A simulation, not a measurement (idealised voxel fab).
process module | voxel wiring stack
cross-section cut | 260 nm wide | cells 5 nm
A cross-section is a grid of square cells, given in bands from the top down. A band is one or more rows of cells.
Each band's line starts with the height of the band's top and of its bottom, in nm. Then come its materials from left to right, each with its width in nm. One material with "throughout" fills the band from edge to edge. "air" is empty space.
Height 0 is the level under which the wafer as received is all one material. The lowest band goes on downwards, as in "0 down".
A width such as "30 to 40" changes by the same amount from each row of cells to the next, from the band's top row to its bottom row.
"no change" after a step means that no cell of the cross-section changed.
closed voids: empty space of 8 cells or more with no open way to the top, each as width x height at its distance from the left edge, in nm
after a step's settings: what the simulator itself notes on the step
overlay nm, on a step with a mask: how far to the right of its planned place the mask lay; to the left if negative
plan
1 op RECEIVE | material Si
2 op CONFORMAL_DEP | material SiO2 | thk nm 15
3 op CONFORMAL_DEP | material SiN | thk nm 5
4 op DIRECTIONAL_DEP | material SiO2 | thk nm 20
5 op PATTERN | tone open | mask id METAL_1 | material resist | width nm 30 | pitch nm 60 | thk nm 20 | overlay nm 0
6 op DIRECTIONAL_ETCH | etch materials SiO2 | depth nm 20
7 op DIRECTIONAL_ETCH | etch materials SiN | depth nm 5
8 op STRIP | etch materials resist
9 op CONFORMAL_DEP | material TiN | thk nm 5
10 op FILL_DEP | material Cu | thk nm 5
11 op CMP | height nm 40
12 op CONFORMAL_DEP | material SiCN | thk nm 5
13 op DIRECTIONAL_DEP | material lowk | thk nm 30
14 op PATTERN | tone open | mask id METAL_2_HOLES | material resist | width nm 15 | pitch nm 120 | thk nm 20 | overlay nm 0
15 op DIRECTIONAL_ETCH | etch materials lowk | depth nm 30
16 op STRIP | etch materials resist
17 op DIRECTIONAL_DEP | material aC | thk nm 15
18 op PATTERN | tone open | mask id METAL_2 | material resist | width nm 30 | pitch nm 60 | thk nm 35 | overlay nm 0
19 op DIRECTIONAL_ETCH | etch materials aC | depth nm 15
20 op STRIP | etch materials resist
21 op DIRECTIONAL_ETCH | etch materials lowk | depth nm 15
22 op DIRECTIONAL_ETCH | etch materials SiCN | depth nm 5
23 op STRIP | etch materials aC
24 op CONFORMAL_DEP | material TiN | thk nm 5
25 op FILL_DEP | material Cu | thk nm 5
26 op CMP | height nm 75
27 op CONFORMAL_DEP | material SiCN | thk nm 5
28 op DIRECTIONAL_DEP | material SiO2 | thk nm 20
29 op PATTERN | tone open | mask id PLUG_2 | material resist | width nm 15 | pitch nm 60 | thk nm 15 | overlay nm 0
30 op DIRECTIONAL_ETCH | etch materials SiO2 | depth nm 20
31 op DIRECTIONAL_ETCH | etch materials SiCN | depth nm 5
32 op STRIP | etch materials resist
33 op CONFORMAL_DEP | material TiN | thk nm 5
34 op FILL_DEP | material Cu | thk nm 10
35 op CMP | height nm 100
36 op DIRECTIONAL_DEP | material TiN | thk nm 5
37 op DIRECTIONAL_DEP | material W | thk nm 25
38 op MASKED_ETCH | tone cover | mask id METAL_3 | width nm 30 | pitch nm 60 | etch materials W | depth nm 25 | overlay nm 0
39 op MASKED_ETCH | tone cover | mask id METAL_3 | width nm 30 | pitch nm 60 | etch materials TiN | depth nm 5 | overlay nm 0
40 op CONFORMAL_DEP | material SiCN | thk nm 5
41 op FILL_DEP | material SiO2 | thk nm 10
42 op CMP | height nm 130
43 op CONFORMAL_DEP | material SiCN | thk nm 5
44 op DIRECTIONAL_DEP | material lowk | thk nm 20
45 op MASKED_ETCH | tone open | mask id PLUG_3 | width nm 15 | pitch nm 120 | etch materials lowk | depth nm 20 | overlay nm 0
46 op MASKED_ETCH | tone open | mask id PLUG_3 | width nm 15 | pitch nm 120 | etch materials SiCN | depth nm 5 | overlay nm 0
47 op EPI | material Ru | thk nm 10
48 op EPI | material Ru | thk nm 10
49 op EPI | material Ru | thk nm 5
50 op CONFORMAL_DEP | material SiCN | thk nm 5
51 op DIRECTIONAL_DEP | material SiO2 | thk nm 25
52 op PATTERN | tone open | mask id METAL_4 | material resist | width nm 30 | pitch nm 60 | thk nm 20 | overlay nm 0
53 op DIRECTIONAL_ETCH | etch materials SiO2 | depth nm 25
54 op DIRECTIONAL_ETCH | etch materials SiCN | depth nm 5
55 op STRIP | etch materials resist
56 op CONFORMAL_DEP | material TiN | thk nm 5
57 op FILL_DEP | material W | thk nm 5
58 op CMP | height nm 185
59 op EPI | material Ru | thk nm 5
60 op FILL_DEP | material SiCN | thk nm 5
as received, after step 1
  0 down: Si throughout
  closed voids: none
first wafer at the end, as planned
  195 to 190: SiCN throughout
  190 to 185: SiCN 50 | Ru 40 | SiCN 20 | Ru 40 | SiCN 20 | Ru 40 | SiCN 50
  185 to 160: SiO2 55 | TiN 5 | W 20 | TiN 5 | SiO2 30 | TiN 5 | W 20 | TiN 5 | SiO2 30 | TiN 5 | W 20 | TiN 5 | SiO2 55
  160 to 155: SiCN 55 | TiN 30 | SiCN 30 | TiN 30 | SiCN 30 | TiN 30 | SiCN 55
  155 to 135: lowk 55 | Ru 15 | lowk 105 | Ru 15 | lowk 70
  135 to 130: SiCN 55 | Ru 15 | SiCN 105 | Ru 15 | SiCN 70
  130 to 105: SiO2 50 | SiCN 5 | W 30 | SiCN 5 | SiO2 20 | SiCN 5 | W 30 | SiCN 5 | SiO2 20 | SiCN 5 | W 30 | SiCN 5 | SiO2 50
  105 to 100: SiCN 55 | TiN 30 | SiCN 30 | TiN 30 | SiCN 30 | TiN 30 | SiCN 55
  100 to 80: SiO2 55 | TiN 5 | Cu 5 | TiN 5 | SiO2 45 | TiN 5 | Cu 5 | TiN 5 | SiO2 45 | TiN 5 | Cu 5 | TiN 5 | SiO2 70
  80 to 75: SiCN 55 | TiN 15 | SiCN 45 | TiN 15 | SiCN 45 | TiN 15 | SiCN 70
  75 to 65: lowk 55 | TiN 5 | Cu 20 | TiN 5 | lowk 30 | TiN 5 | Cu 20 | TiN 5 | lowk 30 | TiN 5 | Cu 20 | TiN 5 | lowk 55
  65 to 60: lowk 55 | TiN 5 | Cu 5 | TiN 20 | lowk 30 | TiN 30 | lowk 30 | TiN 5 | Cu 5 | TiN 20 | lowk 55
  60 to 45: lowk 55 | TiN 5 | Cu 5 | TiN 5 | lowk 105 | TiN 5 | Cu 5 | TiN 5 | lowk 70
  45 to 40: SiCN 55 | TiN 15 | SiCN 105 | TiN 15 | SiCN 70
  40 to 20: SiO2 55 | TiN 5 | Cu 20 | TiN 5 | SiO2 30 | TiN 5 | Cu 20 | TiN 5 | SiO2 30 | TiN 5 | Cu 20 | TiN 5 | SiO2 55
  20 to 15: SiN 55 | TiN 30 | SiN 30 | TiN 30 | SiN 30 | TiN 30 | SiN 55
  15 to 0: SiO2 throughout
  0 down: Si throughout
  closed voids: none
second wafer at the end: like start, like plan, one mistake
  195 to 190: SiCN throughout
  190 to 185: SiCN 50 | Ru 40 | SiCN 20 | Ru 40 | SiCN 20 | Ru 40 | SiCN 50
  185 to 160: SiO2 55 | TiN 5 | W 20 | TiN 5 | SiO2 30 | TiN 5 | W 20 | TiN 5 | SiO2 30 | TiN 5 | W 20 | TiN 5 | SiO2 55
  160 to 155: SiCN 55 | TiN 30 | SiCN 30 | TiN 30 | SiCN 30 | TiN 30 | SiCN 55
  155 to 135: lowk 55 | Ru 15 | lowk 105 | Ru 15 | lowk 70
  135 to 130: SiCN 55 | Ru 15 | SiCN 105 | Ru 15 | SiCN 70
  130 to 105: SiO2 50 | SiCN 5 | W 30 | SiCN 5 | SiO2 20 | SiCN 5 | W 30 | SiCN 5 | SiO2 20 | SiCN 5 | W 30 | SiCN 5 | SiO2 50
  105 to 100: SiCN 55 | TiN 30 | SiCN 30 | TiN 30 | SiCN 30 | TiN 30 | SiCN 55
  100 to 80: SiO2 55 | TiN 5 | Cu 5 | TiN 5 | SiO2 45 | TiN 5 | Cu 5 | TiN 5 | SiO2 45 | TiN 5 | Cu 5 | TiN 5 | SiO2 70
  80 to 75: SiCN 55 | TiN 15 | SiCN 45 | TiN 15 | SiCN 45 | TiN 15 | SiCN 70
  75 to 65: lowk 55 | TiN 5 | Cu 5 | TiN 5 | lowk 105 | TiN 5 | Cu 5 | TiN 5 | lowk 70
  65 to 60: lowk 55 | TiN 15 | lowk 105 | TiN 15 | lowk 70
  60 to 45: lowk throughout
  45 to 40: SiCN throughout
  40 to 20: SiO2 55 | TiN 5 | Cu 20 | TiN 5 | SiO2 30 | TiN 5 | Cu 20 | TiN 5 | SiO2 30 | TiN 5 | Cu 20 | TiN 5 | SiO2 55
  20 to 15: SiN 55 | TiN 30 | SiN 30 | TiN 30 | SiN 30 | TiN 30 | SiN 55
  15 to 0: SiO2 throughout
  0 down: Si throughout
  closed voids: none
what went wrong: step 13 was run twice
at the end the second wafer has, in cells: 28 fewer of Cu | 6 more of SiCN | 32 fewer of TiN | 54 more of lowk
